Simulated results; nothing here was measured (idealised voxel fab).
process module | voxel plated lines
cross-section cut | 240 nm wide | cells 5 nm
A cross-section is a grid of square cells, given in bands from the top down. A band is one or more rows of cells.
Each band's line starts with the height of the band's top and of its bottom, in nm. Then come its materials from left to right, each with its width in nm. One material with "throughout" fills the band from edge to edge. "air" is empty space.
Height 0 is the level under which the wafer as received is all one material. The lowest band goes on downwards, as in "0 down".
A width such as "30 to 40" changes by the same amount from each row of cells to the next, from the band's top row to its bottom row.
"no change" after a step means that no cell of the cross-section changed.
closed voids: empty space of 8 cells or more with no open way to the top, each as width x height at its distance from the left edge, in nm
after a step's settings: what the simulator itself notes on the step
overlay nm, on a step with a mask: how far to the right of its planned place the mask lay; to the left if negative
Each pair below shows a cross-section before one step and the cross-section after it, down to the lowest band that changed. The line under each pair gives the step between them, with its settings. The pairs can come from different runs of this module on the same starting wafer, so a pair continues from the pair above only where its "before" says so.
before
  0 down: Si throughout
  closed voids: none
after
  5 to 0: SiN throughout
  below 0: unchanged
  closed voids: none
the step between: op CONFORMAL_DEP | material SiN | thk nm 5
before: the cross-section after the pair above
after
  10 to 5: TiN throughout
  below 5: unchanged
  closed voids: none
the step between: op DIRECTIONAL_DEP | material TiN | thk nm 5
before: the cross-section after the pair above
after
  45 to 10: resist 95 | air 15 | resist 20 | air 15 | resist 95
  below 10: unchanged
  closed voids: none
the step between: op PATTERN | tone open | mask id LINES | material resist | width nm 15 | pitch nm 35 | thk nm 35 | overlay nm 0
before: the cross-section after the pair above
after
  45 to 15: resist 95 | air 15 | resist 20 | air 15 | resist 95
  15 to 10: resist 95 | Ru 15 | resist 20 | Ru 15 | resist 95
  below 10: unchanged
  closed voids: none
the step between: op EPI | material Ru | thk nm 5
before: the cross-section after the pair above
after
  45 to 20: resist 95 | air 15 | resist 20 | air 15 | resist 95
  20 to 10: resist 95 | Ru 15 | resist 20 | Ru 15 | resist 95
  below 10: unchanged
  closed voids: none
the step between: op EPI | material Ru | thk nm 5
before: the cross-section after the pair above
after
  45 to 30: resist 95 | air 15 | resist 20 | air 15 | resist 95
  30 to 10: resist 95 | Ru 15 | resist 20 | Ru 15 | resist 95
  below 10: unchanged
  closed voids: none
the step between: op EPI | material Ru | thk nm 10
before: the cross-section after the pair above
after
  30 to 10: air 95 | Ru 15 | air 20 | Ru 15 | air 95
  below 10: unchanged
  closed voids: none
the step between: op STRIP | etch materials resist
before: the cross-section after the pair above
after
  30 to 10: air 95 | Ru 15 | air 20 | Ru 15 | air 95
  10 to 5: air 95 | TiN 15 | air 20 | TiN 15 | air 95
  below 5: unchanged
  closed voids: none
the step between: op DIRECTIONAL_ETCH | etch materials TiN | depth nm 5
before: the cross-section after the pair above
after
  35 to 30: air 90 | SiCN 25 | air 10 | SiCN 25 | air 90
  30 to 10: air 90 | SiCN 5 | Ru 15 | SiCN 5 | air 10 | SiCN 5 | Ru 15 | SiCN 5 | air 90
  10 to 5: SiCN 95 | TiN 15 | SiCN 20 | TiN 15 | SiCN 95
  below 5: unchanged
  closed voids: none
the step between: op CONFORMAL_DEP | material SiCN | thk nm 5
before
  45 to 30: resist 95 | air 15 | resist 20 | air 15 | resist 95
  30 to 10: resist 95 | Ru 15 | resist 20 | Ru 15 | resist 95
  10 to 5: TiN throughout
  5 to 0: SiN throughout
  0 down: Si throughout
  closed voids: none
after
  45 to 40: resist 95 | air 15 | resist 20 | air 15 | resist 95
  40 to 10: resist 95 | Ru 15 | resist 20 | Ru 15 | resist 95
  below 10: unchanged
  closed voids: none
the step between: op EPI | material Ru | thk nm 10
before: the cross-section after the pair above
after
  40 to 10: air 95 | Ru 15 | air 20 | Ru 15 | air 95
  below 10: unchanged
  closed voids: none
the step between: op STRIP | etch materials resist
before: the cross-section after the pair above
after
  40 to 10: air 95 | Ru 15 | air 20 | Ru 15 | air 95
  10 to 5: air 95 | TiN 15 | air 20 | TiN 15 | air 95
  below 5: unchanged
  closed voids: none
the step between: op DIRECTIONAL_ETCH | etch materials TiN | depth nm 5
before: the cross-section after the pair above
after
  45 to 40: air 90 | SiCN 25 | air 10 | SiCN 25 | air 90
  40 to 10: air 90 | SiCN 5 | Ru 15 | SiCN 5 | air 10 | SiCN 5 | Ru 15 | SiCN 5 | air 90
  10 to 5: SiCN 95 | TiN 15 | SiCN 20 | TiN 15 | SiCN 95
  below 5: unchanged
  closed voids: none
the step between: op CONFORMAL_DEP | material SiCN | thk nm 5
before
  45 to 20: resist 95 | air 15 | resist 20 | air 15 | resist 95
  20 to 10: resist 95 | Ru 15 | resist 20 | Ru 15 | resist 95
  10 to 5: TiN throughout
  5 to 0: SiN throughout
  0 down: Si throughout
  closed voids: none
after
  20 to 10: air 95 | Ru 15 | air 20 | Ru 15 | air 95
  below 10: unchanged
  closed voids: none
the step between: op STRIP | etch materials resist
before: the cross-section after the pair above
after
  30 to 20: air 85 | Ru 70 | air 85
  20 to 10: Ru throughout
  below 10: unchanged
  closed voids: none
the step between: op EPI | material Ru | thk nm 10
before: the cross-section after the pair above
after
  35 to 30: air 80 | SiCN 80 | air 80
  30 to 25: air 80 | SiCN 5 | Ru 70 | SiCN 5 | air 80
  25 to 20: SiCN 85 | Ru 70 | SiCN 85
  below 20: unchanged
  closed voids: none
the step between: op CONFORMAL_DEP | material SiCN | thk nm 5
before
  30 to 10: air 95 | Ru 15 | air 20 | Ru 15 | air 95
  10 to 5: air 95 | TiN 15 | air 20 | TiN 15 | air 95
  5 to 0: SiN throughout
  0 down: Si throughout
  closed voids: none
after
  45 to 30: air 80 | SiCN 80 | air 80
  30 to 20: air 80 | SiCN 15 | Ru 15 | SiCN 20 | Ru 15 | SiCN 15 | air 80
  20 to 10: SiCN 95 | Ru 15 | SiCN 20 | Ru 15 | SiCN 95
  10 to 5: SiCN 95 | TiN 15 | SiCN 20 | TiN 15 | SiCN 95
  below 5: unchanged
  closed voids: none
the step between: op CONFORMAL_DEP | material SiCN | thk nm 15
before
  10 to 5: TiN throughout
  5 to 0: SiN throughout
  0 down: Si throughout
  closed voids: none
after
  45 to 10: resist 95 | air 20 | resist 15 | air 20 | resist 90
  below 10: unchanged
  closed voids: none
the step between: op PATTERN | tone open | mask id LINES | material resist | width nm 20 | pitch nm 35 | thk nm 35 | overlay nm 0
before: the cross-section after the pair above
after
  45 to 15: resist 95 | air 20 | resist 15 | air 20 | resist 90
  15 to 10: resist 95 | Ru 20 | resist 15 | Ru 20 | resist 90
  below 10: unchanged
  closed voids: none
the step between: op EPI | material Ru | thk nm 5
before: the cross-section after the pair above
after
  45 to 20: resist 95 | air 20 | resist 15 | air 20 | resist 90
  20 to 10: resist 95 | Ru 20 | resist 15 | Ru 20 | resist 90
  below 10: unchanged
  closed voids: none
the step between: op EPI | material Ru | thk nm 5
before: the cross-section after the pair above
after
  45 to 30: resist 95 | air 20 | resist 15 | air 20 | resist 90
  30 to 10: resist 95 | Ru 20 | resist 15 | Ru 20 | resist 90
  below 10: unchanged
  closed voids: none
the step between: op EPI | material Ru | thk nm 10
before: the cross-section after the pair above
after
  30 to 10: air 95 | Ru 20 | air 15 | Ru 20 | air 90
  below 10: unchanged
  closed voids: none
the step between: op STRIP | etch materials resist
before: the cross-section after the pair above
after
  30 to 10: air 95 | Ru 20 | air 15 | Ru 20 | air 90
  10 to 5: air 95 | TiN 20 | air 15 | TiN 20 | air 90
  below 5: unchanged
  closed voids: none
the step between: op DIRECTIONAL_ETCH | etch materials TiN | depth nm 5
before: the cross-section after the pair above
after
  35 to 30: air 90 | SiCN 30 | air 5 | SiCN 30 | air 85
  30 to 10: air 90 | SiCN 5 | Ru 20 | SiCN 5 | air 5 | SiCN 5 | Ru 20 | SiCN 5 | air 85
  10 to 5: SiCN 95 | TiN 20 | SiCN 15 | TiN 20 | SiCN 90
  below 5: unchanged
  closed voids: none
the step between: op CONFORMAL_DEP | material SiCN | thk nm 5
before
  10 to 5: TiN throughout
  5 to 0: SiN throughout
  0 down: Si throughout
  closed voids: none
after
  45 to 10: resist 105 | air 15 | resist 20 | air 15 | resist 85
  below 10: unchanged
  closed voids: none
the step between: op PATTERN | tone open | mask id LINES | material resist | width nm 15 | pitch nm 35 | thk nm 35 | overlay nm 10
before: the cross-section after the pair above
after
  45 to 15: resist 105 | air 15 | resist 20 | air 15 | resist 85
  15 to 10: resist 105 | Ru 15 | resist 20 | Ru 15 | resist 85
  below 10: unchanged
  closed voids: none
the step between: op EPI | material Ru | thk nm 5
before: the cross-section after the pair above
after
  45 to 20: resist 105 | air 15 | resist 20 | air 15 | resist 85
  20 to 10: resist 105 | Ru 15 | resist 20 | Ru 15 | resist 85
  below 10: unchanged
  closed voids: none
the step between: op EPI | material Ru | thk nm 5
before: the cross-section after the pair above
after
  45 to 30: resist 105 | air 15 | resist 20 | air 15 | resist 85
  30 to 10: resist 105 | Ru 15 | resist 20 | Ru 15 | resist 85
  below 10: unchanged
  closed voids: none
the step between: op EPI | material Ru | thk nm 10
before: the cross-section after the pair above
after
  30 to 10: air 105 | Ru 15 | air 20 | Ru 15 | air 85
  below 10: unchanged
  closed voids: none
the step between: op STRIP | etch materials resist
before: the cross-section after the pair above
after
  30 to 10: air 105 | Ru 15 | air 20 | Ru 15 | air 85
  10 to 5: air 105 | TiN 15 | air 20 | TiN 15 | air 85
  below 5: unchanged
  closed voids: none
the step between: op DIRECTIONAL_ETCH | etch materials TiN | depth nm 5
before: the cross-section after the pair above
after
  35 to 30: air 100 | SiCN 25 | air 10 | SiCN 25 | air 80
  30 to 10: air 100 | SiCN 5 | Ru 15 | SiCN 5 | air 10 | SiCN 5 | Ru 15 | SiCN 5 | air 80
  10 to 5: SiCN 105 | TiN 15 | SiCN 20 | TiN 15 | SiCN 85
  below 5: unchanged
  closed voids: none
the step between: op CONFORMAL_DEP | material SiCN | thk nm 5
before
  30 to 10: air 95 | Ru 15 | air 20 | Ru 15 | air 95
  10 to 5: air 95 | TiN 15 | air 20 | TiN 15 | air 95
  5 to 0: SiN throughout
  0 down: Si throughout
  closed voids: none
after
  35 to 30: air 90 | TiN 25 | air 10 | TiN 25 | air 90
  30 to 10: air 90 | TiN 5 | Ru 15 | TiN 5 | air 10 | TiN 5 | Ru 15 | TiN 5 | air 90
  10 to 5: TiN throughout
  below 5: unchanged
  closed voids: none
the step between: op CONFORMAL_DEP | material TiN | thk nm 5
before
  10 to 5: TiN throughout
  5 to 0: SiN throughout
  0 down: Si throughout
  closed voids: none
after
  45 to 10: air 95 | resist 15 | air 20 | resist 15 | air 95
  below 10: unchanged
  closed voids: none
the step between: op PATTERN | tone cover | mask id LINES | material resist | width nm 15 | pitch nm 35 | thk nm 35 | overlay nm 0
before: the cross-section after the pair above
after
  45 to 15: air 95 | resist 15 | air 20 | resist 15 | air 95
  15 to 10: Ru 95 | resist 15 | Ru 20 | resist 15 | Ru 95
  below 10: unchanged
  closed voids: none
the step between: op EPI | material Ru | thk nm 5
before: the cross-section after the pair above
after
  45 to 20: air 95 | resist 15 | air 20 | resist 15 | air 95
  20 to 10: Ru 95 | resist 15 | Ru 20 | resist 15 | Ru 95
  below 10: unchanged
  closed voids: none
the step between: op EPI | material Ru | thk nm 5
before: the cross-section after the pair above
after
  45 to 30: air 95 | resist 15 | air 20 | resist 15 | air 95
  30 to 10: Ru 95 | resist 15 | Ru 20 | resist 15 | Ru 95
  below 10: unchanged
  closed voids: none
the step between: op EPI | material Ru | thk nm 10
before: the cross-section after the pair above
after
  30 to 10: Ru 95 | air 15 | Ru 20 | air 15 | Ru 95
  below 10: unchanged
  closed voids: none
the step between: op STRIP | etch materials resist
before: the cross-section after the pair above
after
  30 to 10: Ru 95 | air 15 | Ru 20 | air 15 | Ru 95
  10 to 5: TiN 95 | air 15 | TiN 20 | air 15 | TiN 95
  below 5: unchanged
  closed voids: none
the step between: op DIRECTIONAL_ETCH | etch materials TiN | depth nm 5
before: the cross-section after the pair above
after
  35 to 30: SiCN 100 | air 5 | SiCN 30 | air 5 | SiCN 100
  30 to 10: Ru 95 | SiCN 5 | air 5 | SiCN 5 | Ru 20 | SiCN 5 | air 5 | SiCN 5 | Ru 95
  10 to 5: TiN 95 | SiCN 15 | TiN 20 | SiCN 15 | TiN 95
  below 5: unchanged
  closed voids: none
the step between: op CONFORMAL_DEP | material SiCN | thk nm 5
